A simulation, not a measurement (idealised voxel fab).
A process module follows: voxel wiring stack.
Section cut is 295 nm wide and gridded with 5 nm square cells.
When this document writes out a cross-section, it uses a grid of square cells and lists it as bands, beginning at the top and moving down, with a band standing for one or more rows of cells.
For a band, the entry starts with two heights in nm, that of the top and then that of the bottom, and carries on with the band's materials in order from left to right, each alongside its width in nm; the word "full width" beside a single material means it fills the band edge to edge, and "air" means empty space.
Beneath 0, the wafer as received is one material, and that level is where height counting begins. The lowest band goes on downward without a bottom; it is written like "0..down".
A width such as "30 to 40" changes by the same amount from each row of cells to the next, from the band's top row to its bottom row.
A step reported as "all unchanged" is a step in which no cell of the cross-section changed.
Reported under the label "Voids, enclosed" are the empty spaces having no open way to the top and comprising 8 cells or more; the notation for each is width x height at distance, in which the distance is measured from the left edge and all three values are in nm.
Anything after a step's settings on that line? It's the simulator's own note about the step.
A step line may carry the setting "overlay nm", which, for steps involving a mask, states the distance by which the mask lay to the right of its intended position; negative values denote displacement to the left.
List of planned process steps
1) RECEIVE [material Si]
2) CONFORMAL_DEP [material SiO2] [thk nm 10]
3) DIRECTIONAL_DEP [material TiN] [thk nm 5]
4) DIRECTIONAL_DEP [material Ru] [thk nm 25]
5) MASKED_ETCH [tone cover] [mask id METAL_1] [width nm 30] [pitch nm 55] [etch materials Ru] [depth nm 25] [overlay nm 0]
6) MASKED_ETCH [tone cover] [mask id METAL_1] [width nm 30] [pitch nm 55] [etch materials TiN] [depth nm 5] [overlay nm 0]
7) FILL_DEP [material SiO2] [thk nm 10]
8) CMP [height nm 40]
9) CONFORMAL_DEP [material SiCN] [thk nm 5]
10) DIRECTIONAL_DEP [material lowk] [thk nm 20]
11) PATTERN [tone open] [mask id PLUG_1] [material resist] [width nm 15] [pitch nm 110] [thk nm 20] [overlay nm 0]
12) DIRECTIONAL_ETCH [etch materials lowk] [depth nm 20]
13) DIRECTIONAL_ETCH [etch materials SiCN] [depth nm 5]
14) STRIP [etch materials resist]
15) EPI [material Ru] [thk nm 10]
16) EPI [material Ru] [thk nm 10]
17) EPI [material Ru] [thk nm 5]
18) DIRECTIONAL_DEP [material TiN] [thk nm 5]
19) DIRECTIONAL_DEP [material W] [thk nm 20]
20) DIRECTIONAL_DEP [material aC] [thk nm 15]
21) PATTERN [tone cover] [mask id METAL_2] [material resist] [width nm 30] [pitch nm 55] [thk nm 35] [overlay nm 0]
22) DIRECTIONAL_ETCH [etch materials aC] [depth nm 15]
23) STRIP [etch materials resist]
24) DIRECTIONAL_ETCH [etch materials W] [depth nm 20]
25) DIRECTIONAL_ETCH [etch materials TiN] [depth nm 5]
26) STRIP [etch materials aC]
27) FILL_DEP [material SiO2] [thk nm 5]
28) CMP [height nm 90]
29) CONFORMAL_DEP [material SiCN] [thk nm 5]
Delivered wafer in cross-section: state after step 1
	0..down  Si full width
	Voids, enclosed: none
Below is the wafer in cross-section after the module was completed. It began from the starting point shown above and followed the plan shown above, except that one mistake was made while running it
	95..90  SiCN full width
	90..70  SiO2 75, then W 30, then SiO2 25, then W 30, then SiO2 25, then W 30, then SiO2 80
	70..65  SiO2 75, then TiN 30, then SiO2 25, then TiN 30, then SiO2 25, then TiN 30, then SiO2 80
	65..45  lowk 75, then Ru 15, then lowk 95, then Ru 15, then lowk 95
	45..40  SiCN 75, then Ru 15, then SiCN 95, then Ru 15, then SiCN 95
	40..15  SiO2 70, then Ru 40, then SiO2 15, then Ru 40, then SiO2 15, then Ru 40, then SiO2 75
	15..10  SiO2 70, then TiN 40, then SiO2 15, then TiN 40, then SiO2 15, then TiN 40, then SiO2 75
	10..0  SiO2 full width
	0..down  Si full width
	Voids, enclosed: none
Heads up, the wafer didn't run the way we planned it: step 5 off recipe, ran as MASKED_ETCH [tone cover] [mask id METAL_1] [width nm 40] [pitch nm 55] [etch materials Ru] [depth nm 25] [overlay nm 0]
